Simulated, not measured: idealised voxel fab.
The following process module bears the name voxel air gaps.
We display cut, a cross-section 220 nm in width whose square cells are each 5 nm.
When this document writes out a cross-section, it uses a grid of square cells and lists it as bands, beginning at the top and moving down, with a band standing for one or more rows of cells.
This entry defines a band. It first specifies the height of the band's top and the height of its bottom in nm, and then specifies the band's materials from left to right, stating each material with its width in nm. The word "all across" identifies a single material that fills the band from edge to edge, while the word "empty" identifies empty space.
Beneath 0, the wafer as received is one material, and that level is where height counting begins. The lowest band goes on downward without a bottom; it is written like "0 down".
The expression "30->40" gives the width at the extremes of the band, the first number at its top row of cells and the second at its bottom row, with the width changing by equal amounts from each row to the next in between.
For the purposes of this document, the phrase "remains unaltered" attached to a step denotes that no cell within the cross-section was modified by that step.
Empty spaces without an open route to the top, at least 8 cells in extent, make up the entry "Sealed cavities"; each is given as width x height at distance, where the distance is measured from the left edge, and all are in nm.
after a step's settings: what the simulator itself notes on the step
"overlay nm" answers the question of how far to the right of plan the mask lay on a step that has a mask, and when it is negative the answer is to the left.
-- Steps planned for the process
1) op RECEIVE | material Si
2) op CONFORMAL_DEP | material SiO2 | thk nm 15
3) op CONFORMAL_DEP | material SiN | thk nm 5
4) op DIRECTIONAL_DEP | material SiO2 | thk nm 35
5) op DIRECTIONAL_DEP | material aC | thk nm 15
6) op PATTERN | tone open | mask id LINES | material resist | width nm 20 | pitch nm 50 | thk nm 30 | overlay nm 0
7) op DIRECTIONAL_ETCH | etch materials aC | depth nm 15
8) op STRIP | etch materials resist
9) op DIRECTIONAL_ETCH | etch materials SiO2 | depth nm 35
10) op STRIP | etch materials aC
11) op CONFORMAL_DEP | material TiN | thk nm 5
12) op FILL_DEP | material W | thk nm 10
13) op CMP | height nm 55
14) op EPI | material Ru | thk nm 10
15) op SELECTIVE_ETCH | etch materials SiO2 | depth nm 45
16) op CONFORMAL_DEP | material SiCN | thk nm 5
-- Cross-section of the incoming wafer, state after step 1
    0 down: Si all across
    Sealed cavities: none
-- One mistake in running the module, otherwise start and plan as above: cross-section at the end
    70 to 65: SiCN all across
    65 to 55: Ru all across
    55 to 45: W all across
    45 to 40: TiN (30) / W (10) / TiN (40) / W (10) / TiN (40) / W (10) / TiN (40) / W (10) / TiN (30)
    40 to 10: SiO2 (25) / TiN (5) / W (10) / TiN (5) / SiO2 (30) / TiN (5) / W (10) / TiN (5) / SiO2 (30) / TiN (5) / W (10) / TiN (5) / SiO2 (30) / TiN (5) / W (10) / TiN (5) / SiO2 (25)
    10 to 5: SiO2 (25) / TiN (20) / SiO2 (30) / TiN (20) / SiO2 (30) / TiN (20) / SiO2 (30) / TiN (20) / SiO2 (25)
    5 to 0: SiN all across
    0 down: Si all across
    Sealed cavities: none
What broke from the plan during processing? plan step 2 never ran because it was skipped
